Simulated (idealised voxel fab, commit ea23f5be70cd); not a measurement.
A process module follows: voxel double patterning.
Displayed cross-section: cut, width of 175 nm, square cells sized 5 nm.
When this document writes out a cross-section, it uses a grid of square cells and lists it as bands, beginning at the top and moving down, with a band standing for one or more rows of cells. Read a band's entry like this: the first values are the height of its top and the height of its bottom in nm, and what follows is the sequence of materials from left to right, each with its width in nm. Note that "air" is empty space, and that a single material marked "edge to edge" reaches across the band from edge to edge. Height is counted from the level 0, under which the received wafer is composed throughout of one material. The lowest of the bands is not closed at the bottom but continues downward, in the notation "z 0 and below". Read "30->40" as a graded width: first number on top, second number at the bottom, same change between each pair of neighbouring rows. Where a step carries "no alterations made", the cross-section came out of it unchanged, cell for cell. "Sealed voids": sealed empty spaces, 8 cells or more, no open way to top, listed width x height at distance, with distance from the left edge and width, height and distance in nm. The remark found on a step's line after its settings is issued by the simulator itself and pertains to that step. overlay nm: how far to the right of its planned place the mask lay on this masked step (negative: to the left).
-- The steps planned for the process are as follows
1,RECEIVE,material Si
2,CONFORMAL_DEP,material SiN,thk nm 10
3,DIRECTIONAL_DEP,material SiO2,thk nm 20
4,DIRECTIONAL_DEP,material SiCN,thk nm 10
5,MASKED_ETCH,tone open,mask id FIRST,width nm 15,pitch nm 50,etch materials SiCN,depth nm 10,overlay nm 0
6,DIRECTIONAL_DEP,material aC,thk nm 15
7,PATTERN,tone open,mask id SECOND,material resist,width nm 15,thk nm 35,overlay nm 0
8,DIRECTIONAL_ETCH,etch materials aC,depth nm 15
9,STRIP,etch materials resist
10,DIRECTIONAL_ETCH,etch materials SiCN,depth nm 10
11,STRIP,etch materials aC
12,DIRECTIONAL_ETCH,etch materials SiO2,depth nm 20
13,STRIP,etch materials SiCN
-- Cross-section, incoming material, after step 1
> z 0 and below | Si edge to edge
> Sealed voids: none
-- First wafer of two, sectioned at end of module; run went per plan
> z 30 to 10 | SiO2 (55), then air (15), then SiO2 (10), then air (15), then SiO2 (10), then air (15), then SiO2 (55)
> z 10 to 0 | SiN edge to edge
> z 0 and below | Si edge to edge
> Sealed voids: none
-- End-of-module cross-section of the second wafer: identical starting point and process plan to the first, with one processing mistake
> z 30 to 10 | SiO2 (55), then air (15), then SiO2 (10), then air (15), then SiO2 (10), then air (15), then SiO2 (55)
> z 10 to 0 | aC edge to edge
> z 0 and below | Si edge to edge
> Sealed voids: none
Deviation noted in wafer processing: heads up, step 2 didn't go per plan, it actually ran as CONFORMAL_DEP,material aC,thk nm 10
Upon completion, the second wafer contains, in terms of cells, a greater or smaller amount of certain materials than the first wafer: SiN: 70 fewer, aC: 70 more
